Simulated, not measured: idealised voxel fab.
The following is a process module called voxel spacer lines.
It is cross-section cut that appears here, measuring 165 nm in width, its square cells being 5 nm in size.
A cross-section is a grid of square cells, given in bands from the top down. A band is one or more rows of cells. Per band: top height and bottom height in nm, followed by the left-to-right materials and their widths in nm; "throughout" marks a single material spanning edge to edge, "air" marks empty space. Height is counted from the level 0, under which the received wafer is composed throughout of one material. The lowest of the bands is not closed at the bottom but continues downward, in the notation "0 and below". It should be noted that a width expressed as "30->40" varies in equal increments from row to row of cells within the band, taking the value of the first number at the top row and that of the second number at the bottom row. It should be understood that the words "remained the same", when stated for a given step, signify that the cross-section underwent no change in any of its cells during that step. Basically, "Closed void roster" tells you about the enclosed voids: empty spaces with no open way to the top, 8 cells or bigger, each written width x height at distance, where distance is from the left edge, all in nm. The remark found on a step's line after its settings is issued by the simulator itself and pertains to that step. The setting "overlay nm" may be written on the line of a step. When the step uses a mask, the value reports how far to the right of the planned place the mask lay, and a negative value reports that it lay to the left.
Listed below are the process steps as planned
1) RECEIVE: material Si
2) CONFORMAL_DEP: material Al2O3, thk nm 5
3) DIRECTIONAL_DEP: material polySi, thk nm 20
4) DIRECTIONAL_DEP: material aC, thk nm 30
5) PATTERN: tone cover, mask id MANDREL, material resist, width nm 20, pitch nm 70, thk nm 35, overlay nm 0
6) DIRECTIONAL_ETCH: etch materials aC, depth nm 30
7) STRIP: etch materials resist
8) CONFORMAL_DEP: material SiO2, thk nm 15
9) DIRECTIONAL_ETCH: etch materials SiO2, depth nm 15
10) STRIP: etch materials aC
11) DIRECTIONAL_ETCH: etch materials polySi, depth nm 20
12) STRIP: etch materials SiO2
Here's what the wafer looked like in cross-section when it arrived - that's after step 1
  0 and below  Si throughout
  Closed void roster: none
Cross-sectional view of the first of the two wafers upon completion of the module, processed in accordance with the plan
  25 down to 5  air: 20 / polySi: 15 / air: 20 / polySi: 15 / air: 20 / polySi: 15 / air: 20 / polySi: 15 / air: 25
  5 down to 0  Al2O3 throughout
  0 and below  Si throughout
  Closed void roster: none
So this is wafer number two of the two, cut at the end of the module - it started where the first did and had the same plan, we just got one thing wrong running it
  35 down to 5  aC throughout
  5 down to 0  Al2O3 throughout
  0 and below  Si throughout
  Closed void roster: none
In executing the process, a mistake was made relative to the plan: steps 3 and 4 traded places in the executed sequence
Cell-count delta at end, second wafer over first, by material: 198 more of aC; 48 fewer of polySi
